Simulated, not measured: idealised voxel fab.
You're looking at the process module voxel self aligned contacts.
Each square cell in cross-section cut measures 5 nm, and the section as a whole is 230 nm wide.
Just so we're on the same page, the cross-sections are grids of square cells, and they're listed out in bands top to bottom, each band one or more rows deep. Top, bottom (nm), then materials left to right with widths (nm); lone material tagged "edge to edge" fills the whole band edge to edge; "air" = empty space. Heads up on the height convention: 0 is the point under which the incoming wafer is all one material, and the lowest band has no bottom, it just keeps going down, like "0 and below". The expression "30->40" gives the width at the extremes of the band, the first number at its top row of cells and the second at its bottom row, with the width changing by equal amounts from each row to the next in between. Reading "everything unchanged" for a step: not a cell of the cross-section changed in it. So "Tabulated closed voids" is basically the list of trapped voids: any empty space of 8 cells or more that can't reach the top through an opening. They're written width x height at distance, the distance being from the left edge, and it's all nm. Text after the settings on a step's line: the simulator's own remark on that step. For masked steps, "overlay nm" on the step line gives how far right of plan the mask actually lay; a minus sign means it lay to the left.
These are the steps we planned for the process:
1. RECEIVE with material Si
2. OXIDIZE with depth nm 5
3. DIRECTIONAL_DEP with material polySi, thk nm 30
4. DIRECTIONAL_DEP with material SiN, thk nm 20
5. PATTERN with tone cover, mask id GATE, material resist, width nm 35, pitch nm 70, thk nm 20, overlay nm 0
6. DIRECTIONAL_ETCH with etch materials SiN, depth nm 20
7. DIRECTIONAL_ETCH with etch materials polySi, depth nm 30
8. STRIP with etch materials resist
9. CONFORMAL_DEP with material SiN, thk nm 5
10. DIRECTIONAL_ETCH with etch materials SiN, depth nm 5
11. FILL_DEP with material SiO2, thk nm 20
12. CMP with height nm 60
13. MASKED_ETCH with tone open, mask id CONTACT, width nm 55, etch materials SiO2, depth nm 65, overlay nm 0
14. CONFORMAL_DEP with material TiN, thk nm 5
15. FILL_DEP with material W, thk nm 5
16. CMP with height nm 60
17. CONFORMAL_DEP with material SiN, thk nm 5
Delivered wafer in cross-section: state after step 1:
	0 and below: Si edge to edge
	Tabulated closed voids: none
What the wafer looks like in cross-section after this module, when it starts as shown above and follows the plan above but one mistake is made in running it:
	65 down to 60: SiN edge to edge
	60 down to 50: SiO2: 85 | TiN: 5->20 | W: 45->15 | TiN: 5->20 | SiO2: 90
	50 down to 30: SiO2: 55 | SiN: 45 | TiN: 5 | W: 15 | TiN: 5 | SiN: 45 | SiO2: 60
	30 down to 10: SiO2: 55 | SiN: 5 | polySi: 35 | SiN: 5 | TiN: 5 | W: 15 | TiN: 5 | SiN: 5 | polySi: 35 | SiN: 5 | SiO2: 60
	10 down to 5: SiO2: 55 | SiN: 5 | polySi: 35 | SiN: 5 | TiN: 25 | SiN: 5 | polySi: 35 | SiN: 5 | SiO2: 60
	5 down to 0: SiN: 60 | polySi: 35 | SiN: 35 | polySi: 35 | SiN: 65
	0 down to -5: SiO2 edge to edge
	-5 and below: Si edge to edge
	Tabulated closed voids: none
Deviation noted in wafer processing: transposition of steps 9 and 10 relative to the planned sequence
